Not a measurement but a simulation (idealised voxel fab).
A process module follows: voxel gate over fins.
Pictured: cross-section cut, 280 nm wide, on a grid of 5 nm square cells.
In this document a cross-section is written as a grid of square cells. It is given as a series of bands, listed from the top down, and a band is one or more rows of cells. First you get the band's top height and its bottom height, in nm, and then the materials it's made of, left to right, with each width in nm. If you see a single material with "everywhere", that one covers the band edge to edge. "blank" is empty space. Basically, 0 is our baseline, since under it the wafer straight out of the box is all one material. The bottom band has no lower end and keeps on going down, so it looks like "0 down". Top row gets the first number, bottom row gets the second, and each row in between changes by the same step: that is how a band width like "30..40" works. "remains unaltered" after a step means that no cell of the cross-section changed. The entry "Unvented internal voids" lists the empty spaces that cover at least 8 cells and have no open path to the top. Each is written as width x height at distance, where the distance is measured from the left edge and all three values are in nm. That trailing text on a step's line, after the settings, is the simulator's own remark on the step. overlay nm: mask offset rightward from planned place, masked step; negative means leftward offset. For the reader: what remains of this document is a series of pairs, each showing a cross-section before one process step and a cross-section after that step which reaches down only to the lowest band that changed, with the step between them and its settings set out under the pair. It should not be assumed that a pair continues from the pair above it; the pairs can come from different runs of this module on the same starting wafer, and such continuity exists only where the entry headed "Ex-ante state" says so.

Ex-ante state
- 0 down = Si everywhere
- Unvented internal voids: none

Section, Post-Step
- 10 to 0 = SiN everywhere
- Lower than 0, everything is as it was.
- Unvented internal voids: none
The two cross-sections above bracket this step: CONFORMAL_DEP: material SiN, thk nm 10

Ex-ante state: The prior state of this step coincides with the post-step cross-section of the pair just above.

Section, Post-Step
- 30 to 10 = 110 blank | 15 resist | 25 blank | 15 resist | 115 blank
- Lower than 10, everything is as it was.
- Unvented internal voids: none
The two cross-sections above bracket this step: PATTERN: tone cover, mask id FINS, material resist, width nm 15, pitch nm 40, thk nm 20, overlay nm 0

Ex-ante state: The prior state of this step coincides with the post-step cross-section of the pair just above.

Section, Post-Step
- 30 to 10 = 110 blank | 15 resist | 25 blank | 15 resist | 115 blank
- 10 to 0 = 110 blank | 15 SiN | 25 blank | 15 SiN | 115 blank
- Lower than 0, everything is as it was.
- Unvented internal voids: none
The two cross-sections above bracket this step: DIRECTIONAL_ETCH: etch materials SiN, depth nm 10

Ex-ante state: The prior state of this step coincides with the post-step cross-section of the pair just above.

Section, Post-Step
- 30 to 10 = 110 blank | 15 resist | 25 blank | 15 resist | 115 blank
- 10 to 0 = 110 blank | 15 SiN | 25 blank | 15 SiN | 115 blank
- 0 to -40 = 110 blank | 15 Si | 25 blank | 15 Si | 115 blank
- Lower than -40, everything is as it was.
- Unvented internal voids: none
The two cross-sections above bracket this step: DIRECTIONAL_ETCH: etch materials Si, depth nm 40

Ex-ante state: The prior state of this step coincides with the post-step cross-section of the pair just above.

Section, Post-Step
- 10 to 0 = 110 blank | 15 SiN | 25 blank | 15 SiN | 115 blank
- Lower than 0, everything is as it was.
- Unvented internal voids: none
The two cross-sections above bracket this step: STRIP: etch materials resist

Ex-ante state: The prior state of this step coincides with the post-step cross-section of the pair just above.

Section, Post-Step
- 25 to 10 = SiO2 everywhere
- 10 to 0 = 110 SiO2 | 15 SiN | 25 SiO2 | 15 SiN | 115 SiO2
- 0 to -40 = 110 SiO2 | 15 Si | 25 SiO2 | 15 Si | 115 SiO2
- Lower than -40, everything is as it was.
- Unvented internal voids: none
The two cross-sections above bracket this step: FILL_DEP: material SiO2, thk nm 15

Ex-ante state: The prior state of this step coincides with the post-step cross-section of the pair just above.

Section, Post-Step
- 10 to 0 = 110 SiO2 | 15 SiN | 25 SiO2 | 15 SiN | 115 SiO2
- Lower than 0, everything is as it was.
- Unvented internal voids: none
The two cross-sections above bracket this step: CMP: height nm 10

Ex-ante state: The prior state of this step coincides with the post-step cross-section of the pair just above.

Section, Post-Step
- 10 to 0 = 110 blank | 15 SiN | 25 blank | 15 SiN | 115 blank
- 0 to -10 = 110 blank | 15 Si | 25 blank | 15 Si | 115 blank
- Lower than -10, everything is as it was.
- Unvented internal voids: none
The two cross-sections above bracket this step: SELECTIVE_ETCH: etch materials SiO2, depth nm 20

Ex-ante state: The prior state of this step coincides with the post-step cross-section of the pair just above.

Section, Post-Step
- 0 to -10 = 110 blank | 15 Si | 25 blank | 15 Si | 115 blank
- Lower than -10, everything is as it was.
- Unvented internal voids: none
The two cross-sections above bracket this step: STRIP: etch materials SiN

Ex-ante state: The prior state of this step coincides with the post-step cross-section of the pair just above.

Section, Post-Step
- 5 to 0 = 105 blank | 25 HfO2 | 15 blank | 25 HfO2 | 110 blank
- 0 to -5 = 105 blank | 5 HfO2 | 15 Si | 5 HfO2 | 15 blank | 5 HfO2 | 15 Si | 5 HfO2 | 110 blank
- -5 to -10 = 110 HfO2 | 15 Si | 25 HfO2 | 15 Si | 115 HfO2
- Lower than -10, everything is as it was.
- Unvented internal voids: none
The two cross-sections above bracket this step: CONFORMAL_DEP: material HfO2, thk nm 5

Ex-ante state: The prior state of this step coincides with the post-step cross-section of the pair just above.

Section, Post-Step
- 10 to 5 = 100 blank | 35 TiN | 5 blank | 35 TiN | 105 blank
- 5 to 0 = 100 blank | 5 TiN | 25 HfO2 | 5 TiN | 5 blank | 5 TiN | 25 HfO2 | 5 TiN | 105 blank
- 0 to -5 = 105 TiN | 5 HfO2 | 15 Si | 5 HfO2 | 15 TiN | 5 HfO2 | 15 Si | 5 HfO2 | 110 TiN
- Lower than -5, everything is as it was.
- Unvented internal voids: none
The two cross-sections above bracket this step: CONFORMAL_DEP: material TiN, thk nm 5

Ex-ante state: The prior state of this step coincides with the post-step cross-section of the pair just above.

Section, Post-Step
- 20 to 10 = W everywhere
- 10 to 5 = 100 W | 35 TiN | 5 W | 35 TiN | 105 W
- 5 to 0 = 100 W | 5 TiN | 25 HfO2 | 5 TiN | 5 W | 5 TiN | 25 HfO2 | 5 TiN | 105 W
- Lower than 0, everything is as it was.
- Unvented internal voids: none
The two cross-sections above bracket this step: FILL_DEP: material W, thk nm 10

Ex-ante state: The prior state of this step coincides with the post-step cross-section of the pair just above.

Section, Post-Step
- 15 to 10 = W everywhere
- Lower than 10, everything is as it was.
- Unvented internal voids: none
The two cross-sections above bracket this step: CMP: height nm 15

Ex-ante state: The prior state of this step coincides with the post-step cross-section of the pair just above.

Section, Post-Step
- 25 to 15 = SiCN everywhere
- Lower than 15, everything is as it was.
- Unvented internal voids: none
The two cross-sections above bracket this step: CONFORMAL_DEP: material SiCN, thk nm 10

Ex-ante state
- 0 to -10 = 110 blank | 15 Si | 25 blank | 15 Si | 115 blank
- -10 to -40 = 110 SiO2 | 15 Si | 25 SiO2 | 15 Si | 115 SiO2
- -40 down = Si everywhere
- Unvented internal voids: none

Section, Post-Step
- 5 to 0 = 105 blank | 25 TiN | 15 blank | 25 TiN | 110 blank
- 0 to -5 = 105 blank | 5 TiN | 15 Si | 5 TiN | 15 blank | 5 TiN | 15 Si | 5 TiN | 110 blank
- -5 to -10 = 110 TiN | 15 Si | 25 TiN | 15 Si | 115 TiN
- Lower than -10, everything is as it was.
- Unvented internal voids: none
The two cross-sections above bracket this step: CONFORMAL_DEP: material TiN, thk nm 5

Ex-ante state: The prior state of this step coincides with the post-step cross-section of the pair just above.

Section, Post-Step
- 15 to 5 = W everywhere
- 5 to 0 = 105 W | 25 TiN | 15 W | 25 TiN | 110 W
- 0 to -5 = 105 W | 5 TiN | 15 Si | 5 TiN | 15 W | 5 TiN | 15 Si | 5 TiN | 110 W
- Lower than -5, everything is as it was.
- Unvented internal voids: none
The two cross-sections above bracket this step: FILL_DEP: material W, thk nm 10

Ex-ante state: The prior state of this step coincides with the post-step cross-section of the pair just above.

Section, Post-Step
- 25 to 15 = SiCN everywhere
- Lower than 15, everything is as it was.
- Unvented internal voids: none
The two cross-sections above bracket this step: CONFORMAL_DEP: material SiCN, thk nm 10

Ex-ante state
- 10 to 0 = 110 blank | 15 SiN | 25 blank | 15 SiN | 115 blank
- 0 to -10 = 110 blank | 15 Si | 25 blank | 15 Si | 115 blank
- -10 to -40 = 110 SiO2 | 15 Si | 25 SiO2 | 15 Si | 115 SiO2
- -40 down = Si everywhere
- Unvented internal voids: none

Section, Post-Step
- 10 to 0 = 110 blank | 15 SiN | 25 blank | 15 SiN | 115 blank
- 0 to -30 = 110 blank | 15 Si | 25 blank | 15 Si | 115 blank
- Lower than -30, everything is as it was.
- Unvented internal voids: none
The two cross-sections above bracket this step: SELECTIVE_ETCH: etch materials SiO2, depth nm 20

Ex-ante state: The prior state of this step coincides with the post-step cross-section of the pair just above.

Section, Post-Step
- 0 to -30 = 110 blank | 15 Si | 25 blank | 15 Si | 115 blank
- Lower than -30, everything is as it was.
- Unvented internal voids: none
The two cross-sections above bracket this step: STRIP: etch materials SiN

Ex-ante state: The prior state of this step coincides with the post-step cross-section of the pair just above.

Section, Post-Step
- 5 to 0 = 105 blank | 25 HfO2 | 15 blank | 25 HfO2 | 110 blank
- 0 to -25 = 105 blank | 5 HfO2 | 15 Si | 5 HfO2 | 15 blank | 5 HfO2 | 15 Si | 5 HfO2 | 110 blank
- -25 to -30 = 110 HfO2 | 15 Si | 25 HfO2 | 15 Si | 115 HfO2
- Lower than -30, everything is as it was.
- Unvented internal voids: none
The two cross-sections above bracket this step: CONFORMAL_DEP: material HfO2, thk nm 5

Ex-ante state: The prior state of this step coincides with the post-step cross-section of the pair just above.

Section, Post-Step
- 10 to 5 = 100 blank | 35 TiN | 5 blank | 35 TiN | 105 blank
- 5 to 0 = 100 blank | 5 TiN | 25 HfO2 | 5 TiN | 5 blank | 5 TiN | 25 HfO2 | 5 TiN | 105 blank
- 0 to -20 = 100 blank | 5 TiN | 5 HfO2 | 15 Si | 5 HfO2 | 5 TiN | 5 blank | 5 TiN | 5 HfO2 | 15 Si | 5 HfO2 | 5 TiN | 105 blank
- -20 to -25 = 105 TiN | 5 HfO2 | 15 Si | 5 HfO2 | 15 TiN | 5 HfO2 | 15 Si | 5 HfO2 | 110 TiN
- Lower than -25, everything is as it was.
- Unvented internal voids: none
The two cross-sections above bracket this step: CONFORMAL_DEP: material TiN, thk nm 5

Ex-ante state: The prior state of this step coincides with the post-step cross-section of the pair just above.

Section, Post-Step
- 20 to 10 = W everywhere
- 10 to 5 = 100 W | 35 TiN | 5 W | 35 TiN | 105 W
- 5 to 0 = 100 W | 5 TiN | 25 HfO2 | 5 TiN | 5 W | 5 TiN | 25 HfO2 | 5 TiN | 105 W
- 0 to -20 = 100 W | 5 TiN | 5 HfO2 | 15 Si | 5 HfO2 | 5 TiN | 5 W | 5 TiN | 5 HfO2 | 15 Si | 5 HfO2 | 5 TiN | 105 W
- Lower than -20, everything is as it was.
- Unvented internal voids: none
The two cross-sections above bracket this step: FILL_DEP: material W, thk nm 10

Ex-ante state: The prior state of this step coincides with the post-step cross-section of the pair just above.

Section, Post-Step
- 15 to 10 = W everywhere
- Lower than 10, everything is as it was.
- Unvented internal voids: none
The two cross-sections above bracket this step: CMP: height nm 15

Ex-ante state: The prior state of this step coincides with the post-step cross-section of the pair just above.

Section, Post-Step
- 25 to 15 = SiCN everywhere
- Lower than 15, everything is as it was.
- Unvented internal voids: none
The two cross-sections above bracket this step: CONFORMAL_DEP: material SiCN, thk nm 10

Ex-ante state
- 10 to 0 = 110 SiO2 | 15 SiN | 25 SiO2 | 15 SiN | 115 SiO2
- 0 to -40 = 110 SiO2 | 15 Si | 25 SiO2 | 15 Si | 115 SiO2
- -40 down = Si everywhere
- Unvented internal voids: none

Section, Post-Step
- 10 to 0 = 110 SiO2 | 15 blank | 25 SiO2 | 15 blank | 115 SiO2
- Lower than 0, everything is as it was.
- Unvented internal voids: none
The two cross-sections above bracket this step: STRIP: etch materials SiN

Ex-ante state: The prior state of this step coincides with the post-step cross-section of the pair just above.

Section, Post-Step
- 0 to -10 = 110 blank | 15 Si | 25 blank | 15 Si | 115 blank
- -10 to -20 = 90 SiO2 | 20 blank | 15 Si | 25 blank | 15 Si | 20 blank | 95 SiO2
- Lower than -20, everything is as it was.
- Unvented internal voids: none
The two cross-sections above bracket this step: SELECTIVE_ETCH: etch materials SiO2, depth nm 20

Ex-ante state: The prior state of this step coincides with the post-step cross-section of the pair just above.

Section, Post-Step
- 5 to 0 = 105 blank | 25 HfO2 | 15 blank | 25 HfO2 | 110 blank
- 0 to -5 = 105 blank | 5 HfO2 | 15 Si | 5 HfO2 | 15 blank | 5 HfO2 | 15 Si | 5 HfO2 | 110 blank
- -5 to -10 = 95 HfO2 | 10 blank | 5 HfO2 | 15 Si | 5 HfO2 | 15 blank | 5 HfO2 | 15 Si | 5 HfO2 | 10 blank | 100 HfO2
- -10 to -15 = 90 SiO2 | 5 HfO2 | 10 blank | 5 HfO2 | 15 Si | 5 HfO2 | 15 blank | 5 HfO2 | 15 Si | 5 HfO2 | 10 blank | 5 HfO2 | 95 SiO2
- -15 to -20 = 90 SiO2 | 20 HfO2 | 15 Si | 25 HfO2 | 15 Si | 20 HfO2 | 95 SiO2
- Lower than -20, everything is as it was.
- Unvented internal voids: none
The two cross-sections above bracket this step: CONFORMAL_DEP: material HfO2, thk nm 5

Ex-ante state: The prior state of this step coincides with the post-step cross-section of the pair just above.

Section, Post-Step
- 10 to 5 = 100 blank | 35 TiN | 5 blank | 35 TiN | 105 blank
- 5 to 0 = 100 blank | 5 TiN | 25 HfO2 | 5 TiN | 5 blank | 5 TiN | 25 HfO2 | 5 TiN | 105 blank
- 0 to -5 = 105 TiN | 5 HfO2 | 15 Si | 5 HfO2 | 5 TiN | 5 blank | 5 TiN | 5 HfO2 | 15 Si | 5 HfO2 | 110 TiN
- -5 to -10 = 95 HfO2 | 10 TiN | 5 HfO2 | 15 Si | 5 HfO2 | 5 TiN | 5 blank | 5 TiN | 5 HfO2 | 15 Si | 5 HfO2 | 10 TiN | 100 HfO2
- -10 to -15 = 90 SiO2 | 5 HfO2 | 10 TiN | 5 HfO2 | 15 Si | 5 HfO2 | 15 TiN | 5 HfO2 | 15 Si | 5 HfO2 | 10 TiN | 5 HfO2 | 95 SiO2
- Lower than -15, everything is as it was.
- Unvented internal voids: none
The two cross-sections above bracket this step: CONFORMAL_DEP: material TiN, thk nm 5

Ex-ante state: The prior state of this step coincides with the post-step cross-section of the pair just above.

Section, Post-Step
- 20 to 10 = W everywhere
- 10 to 5 = 100 W | 35 TiN | 5 W | 35 TiN | 105 W
- 5 to 0 = 100 W | 5 TiN | 25 HfO2 | 5 TiN | 5 W | 5 TiN | 25 HfO2 | 5 TiN | 105 W
- 0 to -5 = 105 TiN | 5 HfO2 | 15 Si | 5 HfO2 | 5 TiN | 5 W | 5 TiN | 5 HfO2 | 15 Si | 5 HfO2 | 110 TiN
- -5 to -10 = 95 HfO2 | 10 TiN | 5 HfO2 | 15 Si | 5 HfO2 | 5 TiN | 5 W | 5 TiN | 5 HfO2 | 15 Si | 5 HfO2 | 10 TiN | 100 HfO2
- Lower than -10, everything is as it was.
- Unvented internal voids: none
The two cross-sections above bracket this step: FILL_DEP: material W, thk nm 10

Ex-ante state: The prior state of this step coincides with the post-step cross-section of the pair just above.

Section, Post-Step
- 15 to 10 = W everywhere
- Lower than 10, everything is as it was.
- Unvented internal voids: none
The two cross-sections above bracket this step: CMP: height nm 15

Ex-ante state: The prior state of this step coincides with the post-step cross-section of the pair just above.

Section, Post-Step
- 25 to 15 = SiCN everywhere
- Lower than 15, everything is as it was.
- Unvented internal voids: none
The two cross-sections above bracket this step: CONFORMAL_DEP: material SiCN, thk nm 10

Ex-ante state
- 20 to 10 = W everywhere
- 10 to 5 = 100 W | 35 TiN | 5 W | 35 TiN | 105 W
- 5 to 0 = 100 W | 5 TiN | 25 HfO2 | 5 TiN | 5 W | 5 TiN | 25 HfO2 | 5 TiN | 105 W
- 0 to -5 = 105 TiN | 5 HfO2 | 15 Si | 5 HfO2 | 15 TiN | 5 HfO2 | 15 Si | 5 HfO2 | 110 TiN
- -5 to -10 = 110 HfO2 | 15 Si | 25 HfO2 | 15 Si | 115 HfO2
- -10 to -40 = 110 SiO2 | 15 Si | 25 SiO2 | 15 Si | 115 SiO2
- -40 down = Si everywhere
- Unvented internal voids: none

Section, Post-Step
- 5 to 0 = 100 W | 5 TiN | 25 HfO2 | 5 TiN | 5 W | 5 TiN | 25 HfO2 | 5 TiN | 105 W
- Lower than 0, everything is as it was.
- Unvented internal voids: none
The two cross-sections above bracket this step: CMP: height nm 5

Ex-ante state: The prior state of this step coincides with the post-step cross-section of the pair just above.

Section, Post-Step
- 15 to 5 = SiCN everywhere
- Lower than 5, everything is as it was.
- Unvented internal voids: none
The two cross-sections above bracket this step: CONFORMAL_DEP: material SiCN, thk nm 10

Ex-ante state
- 10 to 0 = SiN everywhere
- 0 down = Si everywhere
- Unvented internal voids: none

Section, Post-Step
- 30 to 10 = 110 blank | 20 resist | 20 blank | 20 resist | 110 blank
- Lower than 10, everything is as it was.
- Unvented internal voids: none
The two cross-sections above bracket this step: PATTERN: tone cover, mask id FINS, material resist, width nm 20, pitch nm 40, thk nm 20, overlay nm 0

Ex-ante state: The prior state of this step coincides with the post-step cross-section of the pair just above.

Section, Post-Step
- 30 to 10 = 110 blank | 20 resist | 20 blank | 20 resist | 110 blank
- 10 to 0 = 110 blank | 20 SiN | 20 blank | 20 SiN | 110 blank
- Lower than 0, everything is as it was.
- Unvented internal voids: none
The two cross-sections above bracket this step: DIRECTIONAL_ETCH: etch materials SiN, depth nm 10

Ex-ante state: The prior state of this step coincides with the post-step cross-section of the pair just above.

Section, Post-Step
- 30 to 10 = 110 blank | 20 resist | 20 blank | 20 resist | 110 blank
- 10 to 0 = 110 blank | 20 SiN | 20 blank | 20 SiN | 110 blank
- 0 to -40 = 110 blank | 20 Si | 20 blank | 20 Si | 110 blank
- Lower than -40, everything is as it was.
- Unvented internal voids: none
The two cross-sections above bracket this step: DIRECTIONAL_ETCH: etch materials Si, depth nm 40

Ex-ante state: The prior state of this step coincides with the post-step cross-section of the pair just above.

Section, Post-Step
- 10 to 0 = 110 blank | 20 SiN | 20 blank | 20 SiN | 110 blank
- Lower than 0, everything is as it was.
- Unvented internal voids: none
The two cross-sections above bracket this step: STRIP: etch materials resist

Ex-ante state: The prior state of this step coincides with the post-step cross-section of the pair just above.

Section, Post-Step
- 25 to 10 = SiO2 everywhere
- 10 to 0 = 110 SiO2 | 20 SiN | 20 SiO2 | 20 SiN | 110 SiO2
- 0 to -40 = 110 SiO2 | 20 Si | 20 SiO2 | 20 Si | 110 SiO2
- Lower than -40, everything is as it was.
- Unvented internal voids: none
The two cross-sections above bracket this step: FILL_DEP: material SiO2, thk nm 15

Ex-ante state: The prior state of this step coincides with the post-step cross-section of the pair just above.

Section, Post-Step
- 10 to 0 = 110 SiO2 | 20 SiN | 20 SiO2 | 20 SiN | 110 SiO2
- Lower than 0, everything is as it was.
- Unvented internal voids: none
The two cross-sections above bracket this step: CMP: height nm 10

Ex-ante state: The prior state of this step coincides with the post-step cross-section of the pair just above.

Section, Post-Step
- 10 to 0 = 110 blank | 20 SiN | 20 blank | 20 SiN | 110 blank
- 0 to -10 = 110 blank | 20 Si | 20 blank | 20 Si | 110 blank
- Lower than -10, everything is as it was.
- Unvented internal voids: none
The two cross-sections above bracket this step: SELECTIVE_ETCH: etch materials SiO2, depth nm 20

Ex-ante state: The prior state of this step coincides with the post-step cross-section of the pair just above.

Section, Post-Step
- 0 to -10 = 110 blank | 20 Si | 20 blank | 20 Si | 110 blank
- Lower than -10, everything is as it was.
- Unvented internal voids: none
The two cross-sections above bracket this step: STRIP: etch materials SiN

Ex-ante state: The prior state of this step coincides with the post-step cross-section of the pair just above.

Section, Post-Step
- 5 to 0 = 105 blank | 30 HfO2 | 10 blank | 30 HfO2 | 105 blank
- 0 to -5 = 105 blank | 5 HfO2 | 20 Si | 5 HfO2 | 10 blank | 5 HfO2 | 20 Si | 5 HfO2 | 105 blank
- -5 to -10 = 110 HfO2 | 20 Si | 20 HfO2 | 20 Si | 110 HfO2
- Lower than -10, everything is as it was.
- Unvented internal voids: none
The two cross-sections above bracket this step: CONFORMAL_DEP: material HfO2, thk nm 5

Ex-ante state: The prior state of this step coincides with the post-step cross-section of the pair just above.

Section, Post-Step
- 10 to 5 = 100 blank | 80 TiN | 100 blank
- 5 to 0 = 100 blank | 5 TiN | 30 HfO2 | 10 TiN | 30 HfO2 | 5 TiN | 100 blank
- 0 to -5 = 105 TiN | 5 HfO2 | 20 Si | 5 HfO2 | 10 TiN | 5 HfO2 | 20 Si | 5 HfO2 | 105 TiN
- Lower than -5, everything is as it was.
- Unvented internal voids: none
The two cross-sections above bracket this step: CONFORMAL_DEP: material TiN, thk nm 5

Ex-ante state: The prior state of this step coincides with the post-step cross-section of the pair just above.

Section, Post-Step
- 20 to 10 = W everywhere
- 10 to 5 = 100 W | 80 TiN | 100 W
- 5 to 0 = 100 W | 5 TiN | 30 HfO2 | 10 TiN | 30 HfO2 | 5 TiN | 100 W
- Lower than 0, everything is as it was.
- Unvented internal voids: none
The two cross-sections above bracket this step: FILL_DEP: material W, thk nm 10

Ex-ante state: The prior state of this step coincides with the post-step cross-section of the pair just above.

Section, Post-Step
- 15 to 10 = W everywhere
- Lower than 10, everything is as it was.
- Unvented internal voids: none
The two cross-sections above bracket this step: CMP: height nm 15

Ex-ante state: The prior state of this step coincides with the post-step cross-section of the pair just above.

Section, Post-Step
- 25 to 15 = SiCN everywhere
- Lower than 15, everything is as it was.
- Unvented internal voids: none
The two cross-sections above bracket this step: CONFORMAL_DEP: material SiCN, thk nm 10

Ex-ante state
- 10 to 0 = SiN everywhere
- 0 down = Si everywhere
- Unvented internal voids: none

Section, Post-Step
- 30 to 10 = 115 blank | 15 resist | 25 blank | 15 resist | 110 blank
- Lower than 10, everything is as it was.
- Unvented internal voids: none
The two cross-sections above bracket this step: PATTERN: tone cover, mask id FINS, material resist, width nm 15, pitch nm 40, thk nm 20, overlay nm 5

Ex-ante state: The prior state of this step coincides with the post-step cross-section of the pair just above.

Section, Post-Step
- 30 to 10 = 115 blank | 15 resist | 25 blank | 15 resist | 110 blank
- 10 to 0 = 115 blank | 15 SiN | 25 blank | 15 SiN | 110 blank
- Lower than 0, everything is as it was.
- Unvented internal voids: none
The two cross-sections above bracket this step: DIRECTIONAL_ETCH: etch materials SiN, depth nm 10

Ex-ante state: The prior state of this step coincides with the post-step cross-section of the pair just above.

Section, Post-Step
- 30 to 10 = 115 blank | 15 resist | 25 blank | 15 resist | 110 blank
- 10 to 0 = 115 blank | 15 SiN | 25 blank | 15 SiN | 110 blank
- 0 to -40 = 115 blank | 15 Si | 25 blank | 15 Si | 110 blank
- Lower than -40, everything is as it was.
- Unvented internal voids: none
The two cross-sections above bracket this step: DIRECTIONAL_ETCH: etch materials Si, depth nm 40

Ex-ante state: The prior state of this step coincides with the post-step cross-section of the pair just above.

Section, Post-Step
- 10 to 0 = 115 blank | 15 SiN | 25 blank | 15 SiN | 110 blank
- Lower than 0, everything is as it was.
- Unvented internal voids: none
The two cross-sections above bracket this step: STRIP: etch materials resist

Ex-ante state: The prior state of this step coincides with the post-step cross-section of the pair just above.

Section, Post-Step
- 25 to 10 = SiO2 everywhere
- 10 to 0 = 115 SiO2 | 15 SiN | 25 SiO2 | 15 SiN | 110 SiO2
- 0 to -40 = 115 SiO2 | 15 Si | 25 SiO2 | 15 Si | 110 SiO2
- Lower than -40, everything is as it was.
- Unvented internal voids: none
The two cross-sections above bracket this step: FILL_DEP: material SiO2, thk nm 15

Ex-ante state: The prior state of this step coincides with the post-step cross-section of the pair just above.

Section, Post-Step
- 10 to 0 = 115 SiO2 | 15 SiN | 25 SiO2 | 15 SiN | 110 SiO2
- Lower than 0, everything is as it was.
- Unvented internal voids: none
The two cross-sections above bracket this step: CMP: height nm 10

Ex-ante state: The prior state of this step coincides with the post-step cross-section of the pair just above.

Section, Post-Step
- 10 to 0 = 115 blank | 15 SiN | 25 blank | 15 SiN | 110 blank
- 0 to -10 = 115 blank | 15 Si | 25 blank | 15 Si | 110 blank
- Lower than -10, everything is as it was.
- Unvented internal voids: none
The two cross-sections above bracket this step: SELECTIVE_ETCH: etch materials SiO2, depth nm 20

Ex-ante state: The prior state of this step coincides with the post-step cross-section of the pair just above.

Section, Post-Step
- 0 to -10 = 115 blank | 15 Si | 25 blank | 15 Si | 110 blank
- Lower than -10, everything is as it was.
- Unvented internal voids: none
The two cross-sections above bracket this step: STRIP: etch materials SiN

Ex-ante state: The prior state of this step coincides with the post-step cross-section of the pair just above.

Section, Post-Step
- 5 to 0 = 110 blank | 25 HfO2 | 15 blank | 25 HfO2 | 105 blank
- 0 to -5 = 110 blank | 5 HfO2 | 15 Si | 5 HfO2 | 15 blank | 5 HfO2 | 15 Si | 5 HfO2 | 105 blank
- -5 to -10 = 115 HfO2 | 15 Si | 25 HfO2 | 15 Si | 110 HfO2
- Lower than -10, everything is as it was.
- Unvented internal voids: none
The two cross-sections above bracket this step: CONFORMAL_DEP: material HfO2, thk nm 5

Ex-ante state: The prior state of this step coincides with the post-step cross-section of the pair just above.

Section, Post-Step
- 10 to 5 = 105 blank | 35 TiN | 5 blank | 35 TiN | 100 blank
- 5 to 0 = 105 blank | 5 TiN | 25 HfO2 | 5 TiN | 5 blank | 5 TiN | 25 HfO2 | 5 TiN | 100 blank
- 0 to -5 = 110 TiN | 5 HfO2 | 15 Si | 5 HfO2 | 15 TiN | 5 HfO2 | 15 Si | 5 HfO2 | 105 TiN
- Lower than -5, everything is as it was.
- Unvented internal voids: none
The two cross-sections above bracket this step: CONFORMAL_DEP: material TiN, thk nm 5

Ex-ante state: The prior state of this step coincides with the post-step cross-section of the pair just above.

Section, Post-Step
- 20 to 10 = W everywhere
- 10 to 5 = 105 W | 35 TiN | 5 W | 35 TiN | 100 W
- 5 to 0 = 105 W | 5 TiN | 25 HfO2 | 5 TiN | 5 W | 5 TiN | 25 HfO2 | 5 TiN | 100 W
- Lower than 0, everything is as it was.
- Unvented internal voids: none
The two cross-sections above bracket this step: FILL_DEP: material W, thk nm 10

Ex-ante state: The prior state of this step coincides with the post-step cross-section of the pair just above.

Section, Post-Step
- 15 to 10 = W everywhere
- Lower than 10, everything is as it was.
- Unvented internal voids: none
The two cross-sections above bracket this step: CMP: height nm 15

Ex-ante state: The prior state of this step coincides with the post-step cross-section of the pair just above.

Section, Post-Step
- 25 to 15 = SiCN everywhere
- Lower than 15, everything is as it was.
- Unvented internal voids: none
The two cross-sections above bracket this step: CONFORMAL_DEP: material SiCN, thk nm 10

Ex-ante state
- 0 down = Si everywhere
- Unvented internal voids: none

Section, Post-Step
- 10 to 0 = W everywhere
- Lower than 0, everything is as it was.
- Unvented internal voids: none
The two cross-sections above bracket this step: CONFORMAL_DEP: material W, thk nm 10

Ex-ante state: The prior state of this step coincides with the post-step cross-section of the pair just above.

Section, Post-Step
- 30 to 10 = 110 blank | 15 resist | 25 blank | 15 resist | 115 blank
- Lower than 10, everything is as it was.
- Unvented internal voids: none
The two cross-sections above bracket this step: PATTERN: tone cover, mask id FINS, material resist, width nm 15, pitch nm 40, thk nm 20, overlay nm 0

Ex-ante state: The prior state of this step coincides with the post-step cross-section of the pair just above.

Section, Post-Step
- 10 to 0 = W everywhere
- Lower than 0, everything is as it was.
- Unvented internal voids: none
The two cross-sections above bracket this step: STRIP: etch materials resist

Ex-ante state: The prior state of this step coincides with the post-step cross-section of the pair just above.

Section, Post-Step
- 25 to 10 = SiO2 everywhere
- Lower than 10, everything is as it was.
- Unvented internal voids: none
The two cross-sections above bracket this step: FILL_DEP: material SiO2, thk nm 15

Ex-ante state: The prior state of this step coincides with the post-step cross-section of the pair just above.

Section, Post-Step
- 10 to 0 = W everywhere
- Lower than 0, everything is as it was.
- Unvented internal voids: none
The two cross-sections above bracket this step: CMP: height nm 10

Ex-ante state: The prior state of this step coincides with the post-step cross-section of the pair just above.

Section, Post-Step
- 15 to 10 = HfO2 everywhere
- Lower than 10, everything is as it was.
- Unvented internal voids: none
The two cross-sections above bracket this step: CONFORMAL_DEP: material HfO2, thk nm 5

Ex-ante state: The prior state of this step coincides with the post-step cross-section of the pair just above.

Section, Post-Step
- 20 to 15 = TiN everywhere
- Lower than 15, everything is as it was.
- Unvented internal voids: none
The two cross-sections above bracket this step: CONFORMAL_DEP: material TiN, thk nm 5

Ex-ante state: The prior state of this step coincides with the post-step cross-section of the pair just above.

Section, Post-Step
- 30 to 20 = W everywhere
- Lower than 20, everything is as it was.
- Unvented internal voids: none
The two cross-sections above bracket this step: FILL_DEP: material W, thk nm 10

Ex-ante state: The prior state of this step coincides with the post-step cross-section of the pair just above.

Section, Post-Step
- 15 to 10 = HfO2 everywhere
- Lower than 10, everything is as it was.
- Unvented internal voids: none
The two cross-sections above bracket this step: CMP: height nm 15

Ex-ante state: The prior state of this step coincides with the post-step cross-section of the pair just above.

Section, Post-Step
- 25 to 15 = SiCN everywhere
- Lower than 15, everything is as it was.
- Unvented internal voids: none
The two cross-sections above bracket this step: CONFORMAL_DEP: material SiCN, thk nm 10

Ex-ante state
- 10 to 0 = SiN everywhere
- 0 down = Si everywhere
- Unvented internal voids: none

Section, Post-Step
- 30 to 10 = 110 resist | 15 blank | 25 resist | 15 blank | 115 resist
- Lower than 10, everything is as it was.
- Unvented internal voids: none
The two cross-sections above bracket this step: PATTERN: tone open, mask id FINS, material resist, width nm 15, pitch nm 40, thk nm 20, overlay nm 0

Ex-ante state: The prior state of this step coincides with the post-step cross-section of the pair just above.

Section, Post-Step
- 30 to 10 = 110 resist | 15 blank | 25 resist | 15 blank | 115 resist
- 10 to 0 = 110 SiN | 15 blank | 25 SiN | 15 blank | 115 SiN
- Lower than 0, everything is as it was.
- Unvented internal voids: none
The two cross-sections above bracket this step: DIRECTIONAL_ETCH: etch materials SiN, depth nm 10

Ex-ante state: The prior state of this step coincides with the post-step cross-section of the pair just above.

Section, Post-Step
- 30 to 10 = 110 resist | 15 blank | 25 resist | 15 blank | 115 resist
- 10 to 0 = 110 SiN | 15 blank | 25 SiN | 15 blank | 115 SiN
- 0 to -40 = 110 Si | 15 blank | 25 Si | 15 blank | 115 Si
- Lower than -40, everything is as it was.
- Unvented internal voids: none
The two cross-sections above bracket this step: DIRECTIONAL_ETCH: etch materials Si, depth nm 40
